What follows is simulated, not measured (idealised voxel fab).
Module name: voxel quadruple lines (process module)
We display cut, a cross-section 165 nm in width whose square cells are each 5 nm.
Square cells in a grid make up a cross-section in this document, and the grid is given as bands, listed from the top down, each one or more rows of cells. The band entry comprises the height of the band's top followed by the height of its bottom, expressed in nm, and subsequently the band's materials from left to right, each stated together with its width in nm. Where a single material is marked with the word "everywhere", that material fills the band from edge to edge. The word "blank" represents empty space. Note: height 0 marks the level under which the wafer is uniformly one material as received. Lowest band unbounded below, written "0 nm and below". Top row gets the first number, bottom row gets the second, and each row in between changes by the same step: that is how a band width like "30->40" works. Take "identical to before" at face value: in the step it is given for, the cross-section changed in none of its cells. "Sealed void listing": sealed empty spaces, 8 cells or more, no open way to top, listed width x height at distance, with distance from the left edge and width, height and distance in nm. The remark found on a step's line after its settings is issued by the simulator itself and pertains to that step. overlay nm: right-of-plan distance of the mask on a masked step; negative values mean left-of-plan.

The steps planned for the process are as follows
1: RECEIVE (material Si)
2: CONFORMAL_DEP (material SiO2; thk nm 10)
3: DIRECTIONAL_DEP (material TiN; thk nm 15)
4: DIRECTIONAL_DEP (material polySi; thk nm 15)
5: DIRECTIONAL_DEP (material aC; thk nm 20)
6: PATTERN (tone cover; mask id MANDREL; material resist; width nm 25; thk nm 30; overlay nm 0)
7: DIRECTIONAL_ETCH (etch materials aC; depth nm 20)
8: STRIP (etch materials resist)
9: CONFORMAL_DEP (material SiO2; thk nm 15)
10: DIRECTIONAL_ETCH (etch materials SiO2; depth nm 15)
11: STRIP (etch materials aC)
12: DIRECTIONAL_ETCH (etch materials polySi; depth nm 15)
13: STRIP (etch materials SiO2)
14: CONFORMAL_DEP (material SiCN; thk nm 5)
15: DIRECTIONAL_ETCH (etch materials SiCN; depth nm 5)
16: STRIP (etch materials polySi)
17: DIRECTIONAL_ETCH (etch materials TiN; depth nm 15)
18: STRIP (etch materials SiCN)

Incoming wafer, cross-sectional view, post step 1
  0 nm and below | Si everywhere
  Sealed void listing: none

End-of-module cross-section of the first of two wafers, processed as planned
  25 nm to 10 nm | blank 50 nm, TiN 5 nm, blank 15 nm, TiN 5 nm, blank 15 nm, TiN 5 nm, blank 15 nm, TiN 5 nm, blank 50 nm
  10 nm to 0 nm | SiO2 everywhere
  0 nm and below | Si everywhere
  Sealed void listing: none

Cross-section of the latter of the two wafers at module completion. It had an identical start and an identical plan to the former; in running it, one mistake was made
  25 nm to 10 nm | polySi everywhere
  10 nm to 0 nm | SiO2 everywhere
  0 nm and below | Si everywhere
  Sealed void listing: none
What was done differently from what was planned? contrary to the plan, steps 3 and 4 were processed in exchanged order
Materials where the second wafer ends with more or fewer cells than the first: TiN -12 | polySi +99
